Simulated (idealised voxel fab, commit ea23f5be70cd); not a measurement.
process module | voxel lift off
The cross-section shown here is cut; it is 165 nm wide and divided into square cells measuring 5 nm on a side.
Cross-section spec: square-cell grid; bands listed top down; each band is one or more rows.
In this notation a band is specified by the heights of its top and bottom, in that order and in nm, after which its materials appear from left to right, each paired with its width in nm. The word "throughout" attached to a single material means that material fills the band from edge to edge; the word "blank" stands for empty space.
We count height from 0. Below that, the starting wafer is all one material. The lowest band never ends at the bottom but goes on down; see "from 0 down" for how that is written.
A width given as "30->40" starts at the first number in the band's top row and ends at the second number in its bottom row, shifting by an equal amount at every step from row to row.
The designation "remained unchanged", where it is given for a processing step, indicates that no cell of the cross-section was altered in the course of that step.
In "Closed internal cavities" the enclosed voids are listed, meaning empty spaces of 8 cells or larger without any opening to the top. The form is width x height at distance, distance from the left edge, units nm.
after a step's settings: what the simulator itself notes on the step
If you see "overlay nm" on a step's line and that step has a mask, it's telling you how far right of where it was planned the mask ended up; a negative number means it went left instead.

Process steps (planned)
1: RECEIVE,material Si
2: CONFORMAL_DEP,material Al2O3,thk nm 5
3: PATTERN,tone open,mask id LINES,material resist,width nm 15,pitch nm 45,thk nm 20,overlay nm 0
4: DIRECTIONAL_DEP,material Ru,thk nm 5
5: STRIP,etch materials resist
6: CONFORMAL_DEP,material SiCN,thk nm 5

Cross-section of the wafer at receipt, which is the condition after step 1
* from 0 down | Si throughout
* Closed internal cavities: none

First wafer of two, sectioned at end of module; run went per plan
* from 15 to 10 | blank (45), SiCN (25), blank (20), SiCN (25), blank (50)
* from 10 to 5 | SiCN (50), Ru (15), SiCN (30), Ru (15), SiCN (55)
* from 5 to 0 | Al2O3 throughout
* from 0 down | Si throughout
* Closed internal cavities: none

Here's the second of our two wafers sectioned at module end. Same start as the first, same plan, but one mistake got made running it
* from 15 to 10 | SiCN (55), blank (5), SiCN (40), blank (5), SiCN (60)
* from 10 to 5 | Ru (50), SiCN (15), Ru (30), SiCN (15), Ru (55)
* from 5 to 0 | Al2O3 throughout
* from 0 down | Si throughout
* Closed internal cavities: none
Run error: step 3 was processed under conditions differing from the plan, specifically as PATTERN,tone cover,mask id LINES,material resist,width nm 15,pitch nm 45,thk nm 20,overlay nm 0
Bottom line after processing is that, in cells, the second wafer is up or down on some materials versus the first: 21 more of Ru
